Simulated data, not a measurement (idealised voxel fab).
Process module, titled voxel self aligned contacts
We display cut, a cross-section 195 nm in width whose square cells are each 5 nm.
When this document writes out a cross-section, it uses a grid of square cells and lists it as bands, beginning at the top and moving down, with a band standing for one or more rows of cells. Heights first: top, then bottom, in nm. Then materials, left to right, each with a width in nm. "full width" on a single material: fills the band edge to edge. "air": empty space. Note: height 0 marks the level under which the wafer is uniformly one material as received. Lowest band unbounded below, written "0 and below". It should be noted that a width expressed as "30..40" varies in equal increments from row to row of cells within the band, taking the value of the first number at the top row and that of the second number at the bottom row. "remains unaltered" for a step: no cell of the cross-section changed in that step. Empty spaces without an open route to the top, at least 8 cells in extent, make up the entry "Closed cavity list"; each is given as width x height at distance, where the distance is measured from the left edge, and all are in nm. Anything after a step's settings on that line? It's the simulator's own note about the step. "overlay nm" answers the question of how far to the right of plan the mask lay on a step that has a mask, and when it is negative the answer is to the left.

### Here's what the planned process steps look like
1: RECEIVE (material Si)
2: CONFORMAL_DEP (material SiO2; thk nm 5)
3: DIRECTIONAL_DEP (material polySi; thk nm 20)
4: DIRECTIONAL_DEP (material SiN; thk nm 15)
5: PATTERN (tone cover; mask id GATE; material resist; width nm 30; pitch nm 65; thk nm 15; overlay nm 0)
6: DIRECTIONAL_ETCH (etch materials SiN; depth nm 15)
7: DIRECTIONAL_ETCH (etch materials polySi; depth nm 20)
8: STRIP (etch materials resist)
9: CONFORMAL_DEP (material SiN; thk nm 5)
10: DIRECTIONAL_ETCH (etch materials SiN; depth nm 5)
11: FILL_DEP (material SiO2; thk nm 15)
12: CMP (height nm 50)
13: PATTERN (tone open; mask id CONTACT; material resist; width nm 45; thk nm 20; overlay nm 0)
14: DIRECTIONAL_ETCH (etch materials SiO2; depth nm 50)
15: STRIP (etch materials resist)
16: CONFORMAL_DEP (material TiN; thk nm 5)
17: FILL_DEP (material Ru; thk nm 5)
18: CMP (height nm 50)
19: CONFORMAL_DEP (material SiCN; thk nm 5)

### The following pertains to the first of two wafers, which was processed as planned

### Received-state cross-section, reflecting completion of step 1
0 and below  Si full width
Closed cavity list: none

### Cross-section through the wafer, step 2 finished
5 down to 0  SiO2 full width
Note: structure below 0 unchanged.

### Cross-section through the wafer, step 3 finished
25 down to 5  polySi full width
Note: structure below 5 unchanged.

### Cross-section through the wafer, step 4 finished
40 down to 25  SiN full width
Note: structure below 25 unchanged.

### Cross-section through the wafer, step 5 finished
55 down to 40  50 air | 30 resist | 35 air | 30 resist | 50 air
Note: structure below 40 unchanged.

### Cross-section through the wafer, step 6 finished
55 down to 40  50 air | 30 resist | 35 air | 30 resist | 50 air
40 down to 25  50 air | 30 SiN | 35 air | 30 SiN | 50 air
Note: structure below 25 unchanged.

### Cross-section through the wafer, step 7 finished
55 down to 40  50 air | 30 resist | 35 air | 30 resist | 50 air
40 down to 25  50 air | 30 SiN | 35 air | 30 SiN | 50 air
25 down to 5  50 air | 30 polySi | 35 air | 30 polySi | 50 air
Note: structure below 5 unchanged.

### Cross-section through the wafer, step 8 finished
40 down to 25  50 air | 30 SiN | 35 air | 30 SiN | 50 air
Note: structure below 25 unchanged.

### Cross-section through the wafer, step 9 finished
45 down to 25  45 air | 40 SiN | 25 air | 40 SiN | 45 air
25 down to 10  45 air | 5 SiN | 30 polySi | 5 SiN | 25 air | 5 SiN | 30 polySi | 5 SiN | 45 air
10 down to 5  50 SiN | 30 polySi | 35 SiN | 30 polySi | 50 SiN
Note: structure below 5 unchanged.

### Cross-section through the wafer, step 10 finished
40 down to 25  45 air | 40 SiN | 25 air | 40 SiN | 45 air
25 down to 5  45 air | 5 SiN | 30 polySi | 5 SiN | 25 air | 5 SiN | 30 polySi | 5 SiN | 45 air
Note: structure below 5 unchanged.

### Cross-section through the wafer, step 11 finished
55 down to 40  SiO2 full width
40 down to 25  45 SiO2 | 40 SiN | 25 SiO2 | 40 SiN | 45 SiO2
25 down to 5  45 SiO2 | 5 SiN | 30 polySi | 5 SiN | 25 SiO2 | 5 SiN | 30 polySi | 5 SiN | 45 SiO2
Note: structure below 5 unchanged.

### Cross-section through the wafer, step 12 finished
50 down to 40  SiO2 full width
Note: structure below 40 unchanged.

### Cross-section through the wafer, step 13 finished
70 down to 50  75 resist | 45 air | 75 resist
Note: structure below 50 unchanged.

### Cross-section through the wafer, step 14 finished
70 down to 50  75 resist | 45 air | 75 resist
50 down to 40  75 SiO2 | 45 air | 75 SiO2
40 down to 25  45 SiO2 | 40 SiN | 25 air | 40 SiN | 45 SiO2
25 down to 5  45 SiO2 | 5 SiN | 30 polySi | 5 SiN | 25 air | 5 SiN | 30 polySi | 5 SiN | 45 SiO2
5 down to 0  85 SiO2 | 25 air | 85 SiO2
Note: structure below 0 unchanged.

### Cross-section through the wafer, step 15 finished
50 down to 40  75 SiO2 | 45 air | 75 SiO2
Note: structure below 40 unchanged.

### Cross-section through the wafer, step 16 finished
55 down to 50  80 TiN | 35 air | 80 TiN
50 down to 40  75 SiO2 | 5..15 TiN | 35..15 air | 5..15 TiN | 75 SiO2
40 down to 25  45 SiO2 | 40 SiN | 5 TiN | 15 air | 5 TiN | 40 SiN | 45 SiO2
25 down to 5  45 SiO2 | 5 SiN | 30 polySi | 5 SiN | 5 TiN | 15 air | 5 TiN | 5 SiN | 30 polySi | 5 SiN | 45 SiO2
5 down to 0  85 SiO2 | 25 TiN | 85 SiO2
Note: structure below 0 unchanged.

### Cross-section through the wafer, step 17 finished
60 down to 55  Ru full width
55 down to 50  80 TiN | 35 Ru | 80 TiN
50 down to 40  75 SiO2 | 5..15 TiN | 35..15 Ru | 5..15 TiN | 75 SiO2
40 down to 25  45 SiO2 | 40 SiN | 5 TiN | 15 Ru | 5 TiN | 40 SiN | 45 SiO2
25 down to 5  45 SiO2 | 5 SiN | 30 polySi | 5 SiN | 5 TiN | 15 Ru | 5 TiN | 5 SiN | 30 polySi | 5 SiN | 45 SiO2
Note: structure below 5 unchanged.

### Cross-section through the wafer, step 18 finished
50 down to 40  75 SiO2 | 5..15 TiN | 35..15 Ru | 5..15 TiN | 75 SiO2
Note: structure below 40 unchanged.

### Cross-section through the wafer, step 19 finished
55 down to 50  SiCN full width
Note: structure below 50 unchanged.

### Second Wafer (Identical Start and Plan, One Processing Error; Matches First Wafer Through Step 3)

### The second wafer in cross-section, at the planned close of step 4
40 down to 25  TiN full width
Note: structure below 25 unchanged.

### The second wafer in cross-section, at the planned close of step 5
55 down to 40  50 air | 30 resist | 35 air | 30 resist | 50 air
Note: structure below 40 unchanged.

The second wafer in cross-section, at the planned close of step 6: remains unaltered

The second wafer in cross-section, at the planned close of step 7: remains unaltered

### The second wafer in cross-section, at the planned close of step 8
40 down to 25  TiN full width
Note: structure below 25 unchanged.

### The second wafer in cross-section, at the planned close of step 9
45 down to 40  SiN full width
Note: structure below 40 unchanged.

### The second wafer in cross-section, at the planned close of step 10
40 down to 25  TiN full width
Note: structure below 25 unchanged.

### The second wafer in cross-section, at the planned close of step 11
55 down to 40  SiO2 full width
Note: structure below 40 unchanged.

### The second wafer in cross-section, at the planned close of step 12
50 down to 40  SiO2 full width
Note: structure below 40 unchanged.

### The second wafer in cross-section, at the planned close of step 13
70 down to 50  75 resist | 45 air | 75 resist
Note: structure below 50 unchanged.

### The second wafer in cross-section, at the planned close of step 14
70 down to 50  75 resist | 45 air | 75 resist
50 down to 40  75 SiO2 | 45 air | 75 SiO2
Note: structure below 40 unchanged.

### The second wafer in cross-section, at the planned close of step 15
50 down to 40  75 SiO2 | 45 air | 75 SiO2
Note: structure below 40 unchanged.

### The second wafer in cross-section, at the planned close of step 16
55 down to 50  80 TiN | 35 air | 80 TiN
50 down to 45  75 SiO2 | 5 TiN | 35 air | 5 TiN | 75 SiO2
45 down to 40  75 SiO2 | 45 TiN | 75 SiO2
Note: structure below 40 unchanged.

### The second wafer in cross-section, at the planned close of step 17
60 down to 55  Ru full width
55 down to 50  80 TiN | 35 Ru | 80 TiN
50 down to 45  75 SiO2 | 5 TiN | 35 Ru | 5 TiN | 75 SiO2
Note: structure below 45 unchanged.

### The second wafer in cross-section, at the planned close of step 18
50 down to 45  75 SiO2 | 5 TiN | 35 Ru | 5 TiN | 75 SiO2
Note: structure below 45 unchanged.

### The second wafer in cross-section, at the planned close of step 19
55 down to 50  SiCN full width
Note: structure below 50 unchanged.
What was done differently from what was planned? step 4 deviated from plan and actually ran as DIRECTIONAL_DEP (material TiN; thk nm 15)
Counted in cells at the end, the second wafer holds more or fewer of these materials than the first: Ru: 24 fewer | SiN: 64 fewer | SiO2: 121 fewer | TiN: 101 more | polySi: 108 more
